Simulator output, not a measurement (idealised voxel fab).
Name of the process module below: voxel plated lines
Pictured: cross-section cut, 200 nm wide, on a grid of 5 nm square cells.
Cross-sections here: square-cell grids, written as top-down lists of bands, a band being one or more rows of cells.
Read a band's entry like this: the first values are the height of its top and the height of its bottom in nm, and what follows is the sequence of materials from left to right, each with its width in nm. Note that "air" is empty space, and that a single material marked "throughout" reaches across the band from edge to edge.
Counting heights begins at 0, where everything beneath is, in the wafer as received, one material. The lowest band has no bottom; it goes on downwards, as "0 and below" shows.
You'd read "30 to 40" like this: the band's top row of cells is as wide as the first number, its bottom row is as wide as the second, and going down, every row changes width by the same amount as the row before did.
"left unchanged" after a step means that no cell of the cross-section changed.
If an empty space has no open way to the top and is at least 8 cells in size, "Closed void catalog" lists it, written width x height at distance, where distance is measured from the left edge and every value is in nm.
Text after the settings on a step's line: the simulator's own remark on that step.
What "overlay nm" on a step's line means: if the step has a mask, that mask lay this far to the right of its planned place, or, when the value is negative, to the left.

Planned process steps
1 RECEIVE,material Si
2 CONFORMAL_DEP,material SiN,thk nm 5
3 DIRECTIONAL_DEP,material TiN,thk nm 5
4 PATTERN,tone open,mask id LINES,material resist,width nm 25,pitch nm 45,thk nm 35,overlay nm 0
5 EPI,material Ru,thk nm 5
6 EPI,material Ru,thk nm 5
7 EPI,material Ru,thk nm 10
8 STRIP,etch materials resist
9 DIRECTIONAL_ETCH,etch materials TiN,depth nm 5
10 CONFORMAL_DEP,material SiO2,thk nm 10

Cross-section of the wafer as it came to us, i.e., already through step 1
  0 and below | Si throughout
  Closed void catalog: none

End-of-module XS, first of two wafers, run as planned
  40 down to 30 | air 30 nm / SiO2 135 nm / air 35 nm
  30 down to 15 | air 30 nm / SiO2 10 nm / Ru 25 nm / SiO2 20 nm / Ru 25 nm / SiO2 20 nm / Ru 25 nm / SiO2 10 nm / air 35 nm
  15 down to 10 | SiO2 40 nm / Ru 25 nm / SiO2 20 nm / Ru 25 nm / SiO2 20 nm / Ru 25 nm / SiO2 45 nm
  10 down to 5 | SiO2 40 nm / TiN 25 nm / SiO2 20 nm / TiN 25 nm / SiO2 20 nm / TiN 25 nm / SiO2 45 nm
  5 down to 0 | SiN throughout
  0 and below | Si throughout
  Closed void catalog: none

Second wafer cross-section at end of module - shared start and plan with the first, one mistake in the run
  40 down to 30 | air 30 nm / SiO2 135 nm / air 35 nm
  30 down to 25 | air 30 nm / SiO2 10 nm / Ru 25 nm / SiO2 20 nm / Ru 25 nm / SiO2 20 nm / Ru 25 nm / SiO2 10 nm / air 35 nm
  25 down to 15 | SiO2 40 nm / Ru 25 nm / SiO2 20 nm / Ru 25 nm / SiO2 20 nm / Ru 25 nm / SiO2 45 nm
  15 down to 10 | Ru throughout
  10 down to 5 | TiN throughout
  5 down to 0 | SiN throughout
  0 and below | Si throughout
  Closed void catalog: none
What went wrong in running the wafer? a sequencing error occurred in which plan steps 4 and 5 were transposed
Final difference in cells, second wafer against first, listed per material as more or fewer: Ru: 25 more | SiO2: 24 fewer | TiN: 25 more
